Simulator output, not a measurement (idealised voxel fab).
Process module under the name voxel transistor to metal
Section shown: cut. Width: 170 nm. Cell size: 5 nm, square.
Notation: cross-section as square-cell grid; stated in bands, top first, going down; one or more cell rows per band. Heads up on the band format: heights come first, top then bottom, in nm. After that it's the materials left to right, each with its width in nm. A single material flagged "full width" fills the whole band edge to edge, and "blank" means there's empty space there. Beneath 0, the wafer as received is one material, and that level is where height counting begins. The lowest band goes on downward without a bottom; it is written like "0 -> down". You'd read "30->40" like this: the band's top row of cells is as wide as the first number, its bottom row is as wide as the second, and going down, every row changes width by the same amount as the row before did. Step marked "no change occurred"? Then no cell in the cross-section changed in it. Closed-off voids of 8+ cells (no open route to the top) go in "Listed closed voids", written width x height at distance from the left edge, in nm. Heads up: the bit after the settings on a step's line is the simulator's remark on that step. Among the settings permitted on a step's line is "overlay nm"; applied to a step with a mask, it specifies the extent to which the mask lay to the right of its planned position, whereas a negative figure signifies a position to the left.
-- List of planned process steps
1: op RECEIVE | material Si
2: op OXIDIZE | depth nm 5
3: op CONFORMAL_DEP | material SiN | thk nm 10
4: op MASKED_ETCH | tone cover | mask id ACTIVE | width nm 100 | etch materials SiN | depth nm 10 | overlay nm 0
5: op MASKED_ETCH | tone cover | mask id ACTIVE | width nm 100 | etch materials SiO2 | depth nm 5 | overlay nm 0
6: op MASKED_ETCH | tone cover | mask id ACTIVE | width nm 100 | etch materials Si | depth nm 30 | overlay nm 0
7: op FILL_DEP | material SiO2 | thk nm 10
8: op CMP | height nm 10
9: op SELECTIVE_ETCH | etch materials SiO2 | depth nm 10
10: op STRIP | etch materials SiN
11: op SELECTIVE_ETCH | etch materials SiO2 | depth nm 5
12: op OXIDIZE | depth nm 5
13: op DIRECTIONAL_DEP | material polySi | thk nm 30
14: op DIRECTIONAL_DEP | material SiCN | thk nm 10
15: op PATTERN | tone cover | mask id GATE | material resist | width nm 30 | thk nm 15 | overlay nm 0
16: op DIRECTIONAL_ETCH | etch materials SiCN | depth nm 20
17: op DIRECTIONAL_ETCH | etch materials polySi | depth nm 40
18: op STRIP | etch materials resist
19: op CONFORMAL_DEP | material SiO2 | thk nm 5
20: op DIRECTIONAL_ETCH | etch materials SiO2 | depth nm 5
21: op CONFORMAL_DEP | material SiN | thk nm 10
22: op DIRECTIONAL_ETCH | etch materials SiN | depth nm 10
23: op DIRECTIONAL_ETCH | etch materials SiO2 | depth nm 5
24: op DIRECTIONAL_ETCH | etch materials Si | depth nm 10
25: op EPI | material nSi | thk nm 10
26: op FILL_DEP | material SiO2 | thk nm 10
27: op CMP | height nm 25
28: op STRIP | etch materials polySi
29: op SELECTIVE_ETCH | etch materials SiO2 | depth nm 5
30: op CONFORMAL_DEP | material HfO2 | thk nm 5
31: op CONFORMAL_DEP | material TiN | thk nm 5
32: op FILL_DEP | material W | thk nm 10
33: op CMP | height nm 20
34: op DIRECTIONAL_DEP | material SiO2 | thk nm 15
35: op PATTERN | tone open | mask id CONTACT | material resist | width nm 15 | pitch nm 75 | thk nm 20 | overlay nm 0
36: op DIRECTIONAL_ETCH | etch materials SiO2 | depth nm 45
37: op STRIP | etch materials resist
38: op CONFORMAL_DEP | material TiN | thk nm 5
39: op FILL_DEP | material W | thk nm 5
40: op CMP | height nm 35
41: op CONFORMAL_DEP | material SiN | thk nm 5
42: op DIRECTIONAL_DEP | material lowk | thk nm 20
43: op MASKED_ETCH | tone open | mask id METAL_1 | width nm 15 | pitch nm 75 | etch materials lowk | depth nm 20 | overlay nm 0
44: op MASKED_ETCH | tone open | mask id METAL_1 | width nm 15 | pitch nm 75 | etch materials SiN | depth nm 5 | overlay nm 0
45: op CONFORMAL_DEP | material TiN | thk nm 5
46: op FILL_DEP | material Ru | thk nm 10
47: op CMP | height nm 60
48: op EPI | material Ru | thk nm 5
49: op FILL_DEP | material SiCN | thk nm 5
50: op DIRECTIONAL_DEP | material lowk | thk nm 25
51: op MASKED_ETCH | tone open | mask id METAL_2 | width nm 15 | pitch nm 75 | etch materials lowk | depth nm 15 | overlay nm 0
52: op MASKED_ETCH | tone open | mask id METAL_2_HOLES | width nm 15 | pitch nm 75 | etch materials lowk | depth nm 10 | overlay nm 0
53: op MASKED_ETCH | tone open | mask id METAL_2_HOLES | width nm 15 | pitch nm 75 | etch materials SiCN | depth nm 5 | overlay nm 0
54: op CONFORMAL_DEP | material TiN | thk nm 5
55: op FILL_DEP | material Cu | thk nm 10
56: op CMP | height nm 95
57: op CONFORMAL_DEP | material SiCN | thk nm 5
-- First out of two wafers; run went to plan
-- As-received state of the wafer in cross-section, equivalent to post-step 1
- 0 -> down | Si full width
- Listed closed voids: none
-- after step 2
- 0 -> -5 | SiO2 full width
- Note: structure below -5 unchanged.
-- after step 3
- 10 -> 0 | SiN full width
- Note: structure below 0 unchanged.
-- after step 4
- 10 -> 0 | blank 35  SiN 100  blank 35
- Note: structure below 0 unchanged.
-- after step 5
- 10 -> 0 | blank 35  SiN 100  blank 35
- 0 -> -5 | blank 35  SiO2 100  blank 35
- Note: structure below -5 unchanged.
-- after step 6
- 10 -> 0 | blank 35  SiN 100  blank 35
- 0 -> -5 | blank 35  SiO2 100  blank 35
- -5 -> -35 | blank 35  Si 100  blank 35
- Note: structure below -35 unchanged.
-- after step 7
- 20 -> 10 | SiO2 full width
- 10 -> 0 | SiO2 35  SiN 100  SiO2 35
- 0 -> -5 | SiO2 full width
- -5 -> -35 | SiO2 35  Si 100  SiO2 35
- Note: structure below -35 unchanged.
-- after step 8
- 10 -> 0 | SiO2 35  SiN 100  SiO2 35
- Note: structure below 0 unchanged.
-- after step 9
- 10 -> 0 | blank 35  SiN 100  blank 35
- Note: structure below 0 unchanged.
-- after step 10
- 0 -> -5 | SiO2 full width
- Note: structure below -5 unchanged.
-- after step 11
- -5 -> -35 | SiO2 35  Si 100  SiO2 35
- Note: structure below -35 unchanged.
-- after step 12
- -5 -> -10 | SiO2 full width
- Note: structure below -10 unchanged.
-- after step 13
- 25 -> -5 | polySi full width
- Note: structure below -5 unchanged.
-- after step 14
- 35 -> 25 | SiCN full width
- Note: structure below 25 unchanged.
-- after step 15
- 50 -> 35 | blank 70  resist 30  blank 70
- Note: structure below 35 unchanged.
-- after step 16
- 50 -> 35 | blank 70  resist 30  blank 70
- 35 -> 25 | blank 70  SiCN 30  blank 70
- Note: structure below 25 unchanged.
-- after step 17
- 50 -> 35 | blank 70  resist 30  blank 70
- 35 -> 25 | blank 70  SiCN 30  blank 70
- 25 -> -5 | blank 70  polySi 30  blank 70
- Note: structure below -5 unchanged.
-- after step 18
- 35 -> 25 | blank 70  SiCN 30  blank 70
- Note: structure below 25 unchanged.
-- after step 19
- 40 -> 35 | blank 65  SiO2 40  blank 65
- 35 -> 25 | blank 65  SiO2 5  SiCN 30  SiO2 5  blank 65
- 25 -> 0 | blank 65  SiO2 5  polySi 30  SiO2 5  blank 65
- 0 -> -5 | SiO2 70  polySi 30  SiO2 70
- Note: structure below -5 unchanged.
-- after step 20
- 35 -> 25 | blank 65  SiO2 5  SiCN 30  SiO2 5  blank 65
- 25 -> -5 | blank 65  SiO2 5  polySi 30  SiO2 5  blank 65
- Note: structure below -5 unchanged.
-- after step 21
- 45 -> 35 | blank 55  SiN 60  blank 55
- 35 -> 25 | blank 55  SiN 10  SiO2 5  SiCN 30  SiO2 5  SiN 10  blank 55
- 25 -> 5 | blank 55  SiN 10  SiO2 5  polySi 30  SiO2 5  SiN 10  blank 55
- 5 -> -5 | SiN 65  SiO2 5  polySi 30  SiO2 5  SiN 65
- Note: structure below -5 unchanged.
-- after step 22
- 35 -> 25 | blank 55  SiN 10  SiO2 5  SiCN 30  SiO2 5  SiN 10  blank 55
- 25 -> -5 | blank 55  SiN 10  SiO2 5  polySi 30  SiO2 5  SiN 10  blank 55
- Note: structure below -5 unchanged.
-- after step 23
- 35 -> 30 | blank 55  SiN 10  blank 5  SiCN 30  blank 5  SiN 10  blank 55
- 30 -> 25 | blank 55  SiN 10  SiO2 5  SiCN 30  SiO2 5  SiN 10  blank 55
- 25 -> -5 | blank 55  SiN 10  SiO2 5  polySi 30  SiO2 5  SiN 10  blank 55
- -5 -> -10 | blank 55  SiO2 60  blank 55
- Note: structure below -10 unchanged.
-- after step 24
- 35 -> 30 | blank 55  SiN 10  blank 5  SiCN 30  blank 5  SiN 10  blank 55
- 30 -> 25 | blank 55  SiN 10  SiO2 5  SiCN 30  SiO2 5  SiN 10  blank 55
- 25 -> -5 | blank 55  SiN 10  SiO2 5  polySi 30  SiO2 5  SiN 10  blank 55
- -5 -> -10 | blank 55  SiO2 60  blank 55
- -10 -> -20 | SiO2 35  blank 20  Si 60  blank 20  SiO2 35
- Note: structure below -20 unchanged.
-- after step 25
- 35 -> 30 | blank 55  SiN 10  blank 5  SiCN 30  blank 5  SiN 10  blank 55
- 30 -> 25 | blank 55  SiN 10  SiO2 5  SiCN 30  SiO2 5  SiN 10  blank 55
- 25 -> 0 | blank 55  SiN 10  SiO2 5  polySi 30  SiO2 5  SiN 10  blank 55
- 0 -> -5 | blank 45  nSi 10  SiN 10  SiO2 5  polySi 30  SiO2 5  SiN 10  nSi 10  blank 45
- -5 -> -10 | blank 45  nSi 10  SiO2 60  nSi 10  blank 45
- -10 -> -20 | SiO2 35  nSi 20  Si 60  nSi 20  SiO2 35
- Note: structure below -20 unchanged.
-- after step 26
- 45 -> 35 | SiO2 full width
- 35 -> 25 | SiO2 55  SiN 10  SiO2 5  SiCN 30  SiO2 5  SiN 10  SiO2 55
- 25 -> 0 | SiO2 55  SiN 10  SiO2 5  polySi 30  SiO2 5  SiN 10  SiO2 55
- 0 -> -5 | SiO2 45  nSi 10  SiN 10  SiO2 5  polySi 30  SiO2 5  SiN 10  nSi 10  SiO2 45
- -5 -> -10 | SiO2 45  nSi 10  SiO2 60  nSi 10  SiO2 45
- Note: structure below -10 unchanged.
-- after step 27
- 25 -> 0 | SiO2 55  SiN 10  SiO2 5  polySi 30  SiO2 5  SiN 10  SiO2 55
- Note: structure below 0 unchanged.
-- after step 28
- 25 -> 0 | SiO2 55  SiN 10  SiO2 5  blank 30  SiO2 5  SiN 10  SiO2 55
- 0 -> -5 | SiO2 45  nSi 10  SiN 10  SiO2 5  blank 30  SiO2 5  SiN 10  nSi 10  SiO2 45
- Note: structure below -5 unchanged.
-- after step 29
- 25 -> 20 | blank 55  SiN 10  blank 40  SiN 10  blank 55
- 20 -> 0 | SiO2 55  SiN 10  blank 40  SiN 10  SiO2 55
- 0 -> -5 | SiO2 45  nSi 10  SiN 10  blank 40  SiN 10  nSi 10  SiO2 45
- -5 -> -10 | SiO2 45  nSi 10  SiO2 10  blank 40  SiO2 10  nSi 10  SiO2 45
- Note: structure below -10 unchanged.
-- after step 30
- 30 -> 25 | blank 50  HfO2 20  blank 30  HfO2 20  blank 50
- 25 -> 20 | HfO2 55  SiN 10  HfO2 5  blank 30  HfO2 5  SiN 10  HfO2 55
- 20 -> 0 | SiO2 55  SiN 10  HfO2 5  blank 30  HfO2 5  SiN 10  SiO2 55
- 0 -> -5 | SiO2 45  nSi 10  SiN 10  HfO2 5  blank 30  HfO2 5  SiN 10  nSi 10  SiO2 45
- -5 -> -10 | SiO2 45  nSi 10  SiO2 10  HfO2 40  SiO2 10  nSi 10  SiO2 45
- Note: structure below -10 unchanged.
-- after step 31
- 35 -> 30 | blank 45  TiN 30  blank 20  TiN 30  blank 45
- 30 -> 25 | TiN 50  HfO2 20  TiN 5  blank 20  TiN 5  HfO2 20  TiN 50
- 25 -> 20 | HfO2 55  SiN 10  HfO2 5  TiN 5  blank 20  TiN 5  HfO2 5  SiN 10  HfO2 55
- 20 -> 0 | SiO2 55  SiN 10  HfO2 5  TiN 5  blank 20  TiN 5  HfO2 5  SiN 10  SiO2 55
- 0 -> -5 | SiO2 45  nSi 10  SiN 10  HfO2 5  TiN 30  HfO2 5  SiN 10  nSi 10  SiO2 45
- Note: structure below -5 unchanged.
-- after step 32
- 45 -> 35 | W full width
- 35 -> 30 | W 45  TiN 30  W 20  TiN 30  W 45
- 30 -> 25 | TiN 50  HfO2 20  TiN 5  W 20  TiN 5  HfO2 20  TiN 50
- 25 -> 20 | HfO2 55  SiN 10  HfO2 5  TiN 5  W 20  TiN 5  HfO2 5  SiN 10  HfO2 55
- 20 -> 0 | SiO2 55  SiN 10  HfO2 5  TiN 5  W 20  TiN 5  HfO2 5  SiN 10  SiO2 55
- Note: structure below 0 unchanged.
-- after step 33
- 20 -> 0 | SiO2 55  SiN 10  HfO2 5  TiN 5  W 20  TiN 5  HfO2 5  SiN 10  SiO2 55
- Note: structure below 0 unchanged.
-- after step 34
- 35 -> 20 | SiO2 full width
- Note: structure below 20 unchanged.
-- after step 35
- 55 -> 35 | resist 40  blank 15  resist 60  blank 15  resist 40
- Note: structure below 35 unchanged.
-- after step 36
- 55 -> 35 | resist 40  blank 15  resist 60  blank 15  resist 40
- 35 -> 20 | SiO2 40  blank 15  SiO2 60  blank 15  SiO2 40
- 20 -> 0 | SiO2 40  blank 15  SiN 10  HfO2 5  TiN 5  W 20  TiN 5  HfO2 5  SiN 10  blank 15  SiO2 40
- 0 -> -5 | SiO2 40  blank 5  nSi 10  SiN 10  HfO2 5  TiN 30  HfO2 5  SiN 10  nSi 10  blank 5  SiO2 40
- -5 -> -10 | SiO2 40  blank 5  nSi 10  SiO2 10  HfO2 40  SiO2 10  nSi 10  blank 5  SiO2 40
- Note: structure below -10 unchanged.
-- after step 37
- 35 -> 20 | SiO2 40  blank 15  SiO2 60  blank 15  SiO2 40
- Note: structure below 20 unchanged.
-- after step 38
- 40 -> 35 | TiN 45  blank 5  TiN 70  blank 5  TiN 45
- 35 -> 20 | SiO2 40  TiN 5  blank 5  TiN 5  SiO2 60  TiN 5  blank 5  TiN 5  SiO2 40
- 20 -> 5 | SiO2 40  TiN 5  blank 5  TiN 5  SiN 10  HfO2 5  TiN 5  W 20  TiN 5  HfO2 5  SiN 10  TiN 5  blank 5  TiN 5  SiO2 40
- 5 -> 0 | SiO2 40  TiN 15  SiN 10  HfO2 5  TiN 5  W 20  TiN 5  HfO2 5  SiN 10  TiN 15  SiO2 40
- 0 -> -5 | SiO2 40  TiN 5  nSi 10  SiN 10  HfO2 5  TiN 30  HfO2 5  SiN 10  nSi 10  TiN 5  SiO2 40
- -5 -> -10 | SiO2 40  TiN 5  nSi 10  SiO2 10  HfO2 40  SiO2 10  nSi 10  TiN 5  SiO2 40
- Note: structure below -10 unchanged.
-- after step 39
- 45 -> 40 | W full width
- 40 -> 35 | TiN 45  W 5  TiN 70  W 5  TiN 45
- 35 -> 20 | SiO2 40  TiN 5  W 5  TiN 5  SiO2 60  TiN 5  W 5  TiN 5  SiO2 40
- 20 -> 5 | SiO2 40  TiN 5  W 5  TiN 5  SiN 10  HfO2 5  TiN 5  W 20  TiN 5  HfO2 5  SiN 10  TiN 5  W 5  TiN 5  SiO2 40
- Note: structure below 5 unchanged.
-- after step 40
- 35 -> 20 | SiO2 40  TiN 5  W 5  TiN 5  SiO2 60  TiN 5  W 5  TiN 5  SiO2 40
- Note: structure below 20 unchanged.
-- after step 41
- 40 -> 35 | SiN full width
- Note: structure below 35 unchanged.
-- after step 42
- 60 -> 40 | lowk full width
- Note: structure below 40 unchanged.
-- after step 43
- 60 -> 40 | lowk 40  blank 15  lowk 60  blank 15  lowk 40
- Note: structure below 40 unchanged.
-- after step 44
- 60 -> 40 | lowk 40  blank 15  lowk 60  blank 15  lowk 40
- 40 -> 35 | SiN 40  blank 15  SiN 60  blank 15  SiN 40
- Note: structure below 35 unchanged.
-- after step 45
- 65 -> 60 | TiN 45  blank 5  TiN 70  blank 5  TiN 45
- 60 -> 40 | lowk 40  TiN 5  blank 5  TiN 5  lowk 60  TiN 5  blank 5  TiN 5  lowk 40
- 40 -> 35 | SiN 40  TiN 15  SiN 60  TiN 15  SiN 40
- Note: structure below 35 unchanged.
-- after step 46
- 75 -> 65 | Ru full width
- 65 -> 60 | TiN 45  Ru 5  TiN 70  Ru 5  TiN 45
- 60 -> 40 | lowk 40  TiN 5  Ru 5  TiN 5  lowk 60  TiN 5  Ru 5  TiN 5  lowk 40
- Note: structure below 40 unchanged.
-- after step 47
- 60 -> 40 | lowk 40  TiN 5  Ru 5  TiN 5  lowk 60  TiN 5  Ru 5  TiN 5  lowk 40
- Note: structure below 40 unchanged.
-- after step 48
- 65 -> 60 | blank 35  Ru 25  blank 50  Ru 25  blank 35
- Note: structure below 60 unchanged.
-- after step 49
- 70 -> 65 | SiCN full width
- 65 -> 60 | SiCN 35  Ru 25  SiCN 50  Ru 25  SiCN 35
- Note: structure below 60 unchanged.
-- after step 50
- 95 -> 70 | lowk full width
- Note: structure below 70 unchanged.
-- after step 51
- 95 -> 80 | lowk 40  blank 15  lowk 60  blank 15  lowk 40
- Note: structure below 80 unchanged.
-- after step 52
- 95 -> 70 | lowk 40  blank 15  lowk 60  blank 15  lowk 40
- Note: structure below 70 unchanged.
-- after step 53
- 95 -> 70 | lowk 40  blank 15  lowk 60  blank 15  lowk 40
- 70 -> 65 | SiCN 40  blank 15  SiCN 60  blank 15  SiCN 40
- Note: structure below 65 unchanged.
-- after step 54
- 100 -> 95 | TiN 45  blank 5  TiN 70  blank 5  TiN 45
- 95 -> 70 | lowk 40  TiN 5  blank 5  TiN 5  lowk 60  TiN 5  blank 5  TiN 5  lowk 40
- 70 -> 65 | SiCN 40  TiN 15  SiCN 60  TiN 15  SiCN 40
- Note: structure below 65 unchanged.
-- after step 55
- 110 -> 100 | Cu full width
- 100 -> 95 | TiN 45  Cu 5  TiN 70  Cu 5  TiN 45
- 95 -> 70 | lowk 40  TiN 5  Cu 5  TiN 5  lowk 60  TiN 5  Cu 5  TiN 5  lowk 40
- Note: structure below 70 unchanged.
-- after step 56
- 95 -> 70 | lowk 40  TiN 5  Cu 5  TiN 5  lowk 60  TiN 5  Cu 5  TiN 5  lowk 40
- Note: structure below 70 unchanged.
-- after step 57
- 100 -> 95 | SiCN full width
- Note: structure below 95 unchanged.
-- Second wafer - shared start and plan with the first - one error in running - same as the first up to step 20 inclusive
Second wafer at the planned finish of step 21, seen in cross-section: no change occurred
Second wafer at the planned finish of step 22, seen in cross-section: no change occurred
-- Second wafer at the planned finish of step 23, seen in cross-section
- 35 -> 30 | blank 70  SiCN 30  blank 70
- 30 -> 25 | blank 65  SiO2 5  SiCN 30  SiO2 5  blank 65
- 25 -> -5 | blank 65  SiO2 5  polySi 30  SiO2 5  blank 65
- -5 -> -10 | blank 65  SiO2 40  blank 65
- Note: structure below -10 unchanged.
-- Second wafer at the planned finish of step 24, seen in cross-section
- 35 -> 30 | blank 70  SiCN 30  blank 70
- 30 -> 25 | blank 65  SiO2 5  SiCN 30  SiO2 5  blank 65
- 25 -> -5 | blank 65  SiO2 5  polySi 30  SiO2 5  blank 65
- -5 -> -10 | blank 65  SiO2 40  blank 65
- -10 -> -20 | SiO2 35  blank 30  Si 40  blank 30  SiO2 35
- Note: structure below -20 unchanged.
-- Second wafer at the planned finish of step 25, seen in cross-section
- 35 -> 30 | blank 70  SiCN 30  blank 70
- 30 -> 25 | blank 65  SiO2 5  SiCN 30  SiO2 5  blank 65
- 25 -> 0 | blank 65  SiO2 5  polySi 30  SiO2 5  blank 65
- 0 -> -5 | blank 55  nSi 10  SiO2 5  polySi 30  SiO2 5  nSi 10  blank 55
- -5 -> -10 | blank 55  nSi 10  SiO2 40  nSi 10  blank 55
- -10 -> -20 | SiO2 35  nSi 30  Si 40  nSi 30  SiO2 35
- Note: structure below -20 unchanged.
-- Second wafer at the planned finish of step 26, seen in cross-section
- 45 -> 35 | SiO2 full width
- 35 -> 25 | SiO2 70  SiCN 30  SiO2 70
- 25 -> 0 | SiO2 70  polySi 30  SiO2 70
- 0 -> -5 | SiO2 55  nSi 10  SiO2 5  polySi 30  SiO2 5  nSi 10  SiO2 55
- -5 -> -10 | SiO2 55  nSi 10  SiO2 40  nSi 10  SiO2 55
- Note: structure below -10 unchanged.
-- Second wafer at the planned finish of step 27, seen in cross-section
- 25 -> 0 | SiO2 70  polySi 30  SiO2 70
- Note: structure below 0 unchanged.
-- Second wafer at the planned finish of step 28, seen in cross-section
- 25 -> 0 | SiO2 70  blank 30  SiO2 70
- 0 -> -5 | SiO2 55  nSi 10  SiO2 5  blank 30  SiO2 5  nSi 10  SiO2 55
- Note: structure below -5 unchanged.
-- Second wafer at the planned finish of step 29, seen in cross-section
- 20 -> 0 | SiO2 65  blank 40  SiO2 65
- 0 -> -10 | SiO2 55  nSi 10  blank 40  nSi 10  SiO2 55
- Note: structure below -10 unchanged.
-- Second wafer at the planned finish of step 30, seen in cross-section
- 25 -> 20 | HfO2 70  blank 30  HfO2 70
- 20 -> 0 | SiO2 65  HfO2 5  blank 30  HfO2 5  SiO2 65
- 0 -> -5 | SiO2 55  nSi 10  HfO2 5  blank 30  HfO2 5  nSi 10  SiO2 55
- -5 -> -10 | SiO2 55  nSi 10  HfO2 40  nSi 10  SiO2 55
- Note: structure below -10 unchanged.
-- Second wafer at the planned finish of step 31, seen in cross-section
- 30 -> 25 | TiN 75  blank 20  TiN 75
- 25 -> 20 | HfO2 70  TiN 5  blank 20  TiN 5  HfO2 70
- 20 -> 0 | SiO2 65  HfO2 5  TiN 5  blank 20  TiN 5  HfO2 5  SiO2 65
- 0 -> -5 | SiO2 55  nSi 10  HfO2 5  TiN 30  HfO2 5  nSi 10  SiO2 55
- Note: structure below -5 unchanged.
-- Second wafer at the planned finish of step 32, seen in cross-section
- 40 -> 30 | W full width
- 30 -> 25 | TiN 75  W 20  TiN 75
- 25 -> 20 | HfO2 70  TiN 5  W 20  TiN 5  HfO2 70
- 20 -> 0 | SiO2 65  HfO2 5  TiN 5  W 20  TiN 5  HfO2 5  SiO2 65
- Note: structure below 0 unchanged.
-- Second wafer at the planned finish of step 33, seen in cross-section
- 20 -> 0 | SiO2 65  HfO2 5  TiN 5  W 20  TiN 5  HfO2 5  SiO2 65
- Note: structure below 0 unchanged.
-- Second wafer at the planned finish of step 34, seen in cross-section
- 35 -> 20 | SiO2 full width
- Note: structure below 20 unchanged.
-- Second wafer at the planned finish of step 35, seen in cross-section
- 55 -> 35 | resist 40  blank 15  resist 60  blank 15  resist 40
- Note: structure below 35 unchanged.
-- Second wafer at the planned finish of step 36, seen in cross-section
- 55 -> 35 | resist 40  blank 15  resist 60  blank 15  resist 40
- 35 -> 20 | SiO2 40  blank 15  SiO2 60  blank 15  SiO2 40
- 20 -> 0 | SiO2 40  blank 15  SiO2 10  HfO2 5  TiN 5  W 20  TiN 5  HfO2 5  SiO2 10  blank 15  SiO2 40
- 0 -> -5 | SiO2 40  blank 15  nSi 10  HfO2 5  TiN 30  HfO2 5  nSi 10  blank 15  SiO2 40
- -5 -> -10 | SiO2 40  blank 15  nSi 10  HfO2 40  nSi 10  blank 15  SiO2 40
- Note: structure below -10 unchanged.
-- Second wafer at the planned finish of step 37, seen in cross-section
- 35 -> 20 | SiO2 40  blank 15  SiO2 60  blank 15  SiO2 40
- Note: structure below 20 unchanged.
-- Second wafer at the planned finish of step 38, seen in cross-section
- 40 -> 35 | TiN 45  blank 5  TiN 70  blank 5  TiN 45
- 35 -> 20 | SiO2 40  TiN 5  blank 5  TiN 5  SiO2 60  TiN 5  blank 5  TiN 5  SiO2 40
- 20 -> 0 | SiO2 40  TiN 5  blank 5  TiN 5  SiO2 10  HfO2 5  TiN 5  W 20  TiN 5  HfO2 5  SiO2 10  TiN 5  blank 5  TiN 5  SiO2 40
- 0 -> -5 | SiO2 40  TiN 5  blank 5  TiN 5  nSi 10  HfO2 5  TiN 30  HfO2 5  nSi 10  TiN 5  blank 5  TiN 5  SiO2 40
- -5 -> -10 | SiO2 40  TiN 15  nSi 10  HfO2 40  nSi 10  TiN 15  SiO2 40
- Note: structure below -10 unchanged.
-- Second wafer at the planned finish of step 39, seen in cross-section
- 45 -> 40 | W full width
- 40 -> 35 | TiN 45  W 5  TiN 70  W 5  TiN 45
- 35 -> 20 | SiO2 40  TiN 5  W 5  TiN 5  SiO2 60  TiN 5  W 5  TiN 5  SiO2 40
- 20 -> 0 | SiO2 40  TiN 5  W 5  TiN 5  SiO2 10  HfO2 5  TiN 5  W 20  TiN 5  HfO2 5  SiO2 10  TiN 5  W 5  TiN 5  SiO2 40
- 0 -> -5 | SiO2 40  TiN 5  W 5  TiN 5  nSi 10  HfO2 5  TiN 30  HfO2 5  nSi 10  TiN 5  W 5  TiN 5  SiO2 40
- Note: structure below -5 unchanged.
-- Second wafer at the planned finish of step 40, seen in cross-section
- 35 -> 20 | SiO2 40  TiN 5  W 5  TiN 5  SiO2 60  TiN 5  W 5  TiN 5  SiO2 40
- Note: structure below 20 unchanged.
-- Second wafer at the planned finish of step 41, seen in cross-section
- 40 -> 35 | SiN full width
- Note: structure below 35 unchanged.
-- Second wafer at the planned finish of step 42, seen in cross-section
- 60 -> 40 | lowk full width
- Note: structure below 40 unchanged.
-- Second wafer at the planned finish of step 43, seen in cross-section
- 60 -> 40 | lowk 40  blank 15  lowk 60  blank 15  lowk 40
- Note: structure below 40 unchanged.
-- Second wafer at the planned finish of step 44, seen in cross-section
- 60 -> 40 | lowk 40  blank 15  lowk 60  blank 15  lowk 40
- 40 -> 35 | SiN 40  blank 15  SiN 60  blank 15  SiN 40
- Note: structure below 35 unchanged.
-- Second wafer at the planned finish of step 45, seen in cross-section
- 65 -> 60 | TiN 45  blank 5  TiN 70  blank 5  TiN 45
- 60 -> 40 | lowk 40  TiN 5  blank 5  TiN 5  lowk 60  TiN 5  blank 5  TiN 5  lowk 40
- 40 -> 35 | SiN 40  TiN 15  SiN 60  TiN 15  SiN 40
- Note: structure below 35 unchanged.
-- Second wafer at the planned finish of step 46, seen in cross-section
- 75 -> 65 | Ru full width
- 65 -> 60 | TiN 45  Ru 5  TiN 70  Ru 5  TiN 45
- 60 -> 40 | lowk 40  TiN 5  Ru 5  TiN 5  lowk 60  TiN 5  Ru 5  TiN 5  lowk 40
- Note: structure below 40 unchanged.
-- Second wafer at the planned finish of step 47, seen in cross-section
- 60 -> 40 | lowk 40  TiN 5  Ru 5  TiN 5  lowk 60  TiN 5  Ru 5  TiN 5  lowk 40
- Note: structure below 40 unchanged.
-- Second wafer at the planned finish of step 48, seen in cross-section
- 65 -> 60 | blank 35  Ru 25  blank 50  Ru 25  blank 35
- Note: structure below 60 unchanged.
-- Second wafer at the planned finish of step 49, seen in cross-section
- 70 -> 65 | SiCN full width
- 65 -> 60 | SiCN 35  Ru 25  SiCN 50  Ru 25  SiCN 35
- Note: structure below 60 unchanged.
-- Second wafer at the planned finish of step 50, seen in cross-section
- 95 -> 70 | lowk full width
- Note: structure below 70 unchanged.
-- Second wafer at the planned finish of step 51, seen in cross-section
- 95 -> 80 | lowk 40  blank 15  lowk 60  blank 15  lowk 40
- Note: structure below 80 unchanged.
-- Second wafer at the planned finish of step 52, seen in cross-section
- 95 -> 70 | lowk 40  blank 15  lowk 60  blank 15  lowk 40
- Note: structure below 70 unchanged.
-- Second wafer at the planned finish of step 53, seen in cross-section
- 95 -> 70 | lowk 40  blank 15  lowk 60  blank 15  lowk 40
- 70 -> 65 | SiCN 40  blank 15  SiCN 60  blank 15  SiCN 40
- Note: structure below 65 unchanged.
-- Second wafer at the planned finish of step 54, seen in cross-section
- 100 -> 95 | TiN 45  blank 5  TiN 70  blank 5  TiN 45
- 95 -> 70 | lowk 40  TiN 5  blank 5  TiN 5  lowk 60  TiN 5  blank 5  TiN 5  lowk 40
- 70 -> 65 | SiCN 40  TiN 15  SiCN 60  TiN 15  SiCN 40
- Note: structure below 65 unchanged.
-- Second wafer at the planned finish of step 55, seen in cross-section
- 110 -> 100 | Cu full width
- 100 -> 95 | TiN 45  Cu 5  TiN 70  Cu 5  TiN 45
- 95 -> 70 | lowk 40  TiN 5  Cu 5  TiN 5  lowk 60  TiN 5  Cu 5  TiN 5  lowk 40
- Note: structure below 70 unchanged.
-- Second wafer at the planned finish of step 56, seen in cross-section
- 95 -> 70 | lowk 40  TiN 5  Cu 5  TiN 5  lowk 60  TiN 5  Cu 5  TiN 5  lowk 40
- Note: structure below 70 unchanged.
-- Second wafer at the planned finish of step 57, seen in cross-section
- 100 -> 95 | SiCN full width
- Note: structure below 95 unchanged.
Against the plan, the run slipped here: step 21 in the plan did not get run; it was skipped
End of process, cell counts, second wafer against first, materials with more or fewer: -8 Si; -20 SiN; +12 SiO2; +4 TiN; +4 W; +8 nSi
